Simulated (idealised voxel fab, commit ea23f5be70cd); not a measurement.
Process module, titled voxel air gaps
235 nm wide, 5 nm square cells: that's cross-section cut.
This document writes a cross-section as a grid whose cells are square, and gives it as bands, listed from the top down; one or more rows of cells form a band.
Within each band entry, the heights of the top and of the bottom of the band appear first, in that order and in nm; the materials of the band then follow from left to right, each with its corresponding width in nm. The designation "throughout" on a single material indicates that it fills the band from edge to edge; the designation "blank" indicates empty space.
Measure heights from 0. That's the level where, below it, the as-received wafer is all one material. The lowest band is bottomless and extends downward; write it as in "z 0 and below".
So if you see something like "30->40" for the width, read it as the top row of the band sitting at the first number and the bottom row at the second, with every row in between moving by the same amount as the last.
What does "nothing changed" mean for a step? It means no cell of the cross-section changed in that step.
The label "Closed void roster" introduces a list of the empty spaces, 8 cells or larger, that have no open way up to the top; each entry in it reads width x height at distance, where the distance is taken from the left edge and all three are stated in nm.
Step line, after settings: the simulator's comment on this step.
"overlay nm" answers the question of how far to the right of plan the mask lay on a step that has a mask, and when it is negative the answer is to the left.

# List of planned process steps
1: RECEIVE [material Si]
2: CONFORMAL_DEP [material SiO2] [thk nm 15]
3: CONFORMAL_DEP [material SiCN] [thk nm 5]
4: DIRECTIONAL_DEP [material lowk] [thk nm 30]
5: PATTERN [tone open] [mask id LINES] [material resist] [width nm 20] [pitch nm 50] [thk nm 15] [overlay nm -15]
6: DIRECTIONAL_ETCH [etch materials lowk] [depth nm 30]
7: STRIP [etch materials resist]
8: CONFORMAL_DEP [material TiN] [thk nm 5]
9: FILL_DEP [material W] [thk nm 5]
10: CMP [height nm 50]
11: EPI [material Ru] [thk nm 10]
12: SELECTIVE_ETCH [etch materials lowk] [depth nm 40]
13: CONFORMAL_DEP [material SiCN] [thk nm 5]
Where the wafers of this document differ is in the overlay nm of step 5; they start out the same, and the plan states the value that applied to the first wafer.

# First of several wafers (as received, post step 1), cross-sectional view
    z 0 and below | Si throughout
    Closed void roster: none

# The following table contains a row per wafer, in which are reported, at the conclusion of the module, the cells of each material gained (+) or lost (-) since the wafer's receipt, with its closed voids given thereafter
overlay nm -15 | +48 Ru | +166 SiCN | +141 SiO2 | +42 TiN | +30 W | Closed void roster: 20 x 20 at 65; 20 x 20 at 115
overlay nm -10 | +48 Ru | +166 SiCN | +141 SiO2 | +42 TiN | +30 W | Closed void roster: 20 x 20 at 70; 20 x 20 at 120
overlay nm -5 | +48 Ru | +166 SiCN | +141 SiO2 | +42 TiN | +30 W | Closed void roster: 20 x 20 at 75; 20 x 20 at 125
overlay nm 0 | +48 Ru | +166 SiCN | +141 SiO2 | +42 TiN | +30 W | Closed void roster: 20 x 20 at 80; 20 x 20 at 130
overlay nm 5 | +48 Ru | +166 SiCN | +141 SiO2 | +42 TiN | +30 W | Closed void roster: 20 x 20 at 85; 20 x 20 at 135
overlay nm 10 | +48 Ru | +166 SiCN | +141 SiO2 | +42 TiN | +30 W | Closed void roster: 20 x 20 at 90; 20 x 20 at 140
overlay nm 15 | +48 Ru | +166 SiCN | +141 SiO2 | +42 TiN | +30 W | Closed void roster: 20 x 20 at 95; 20 x 20 at 145
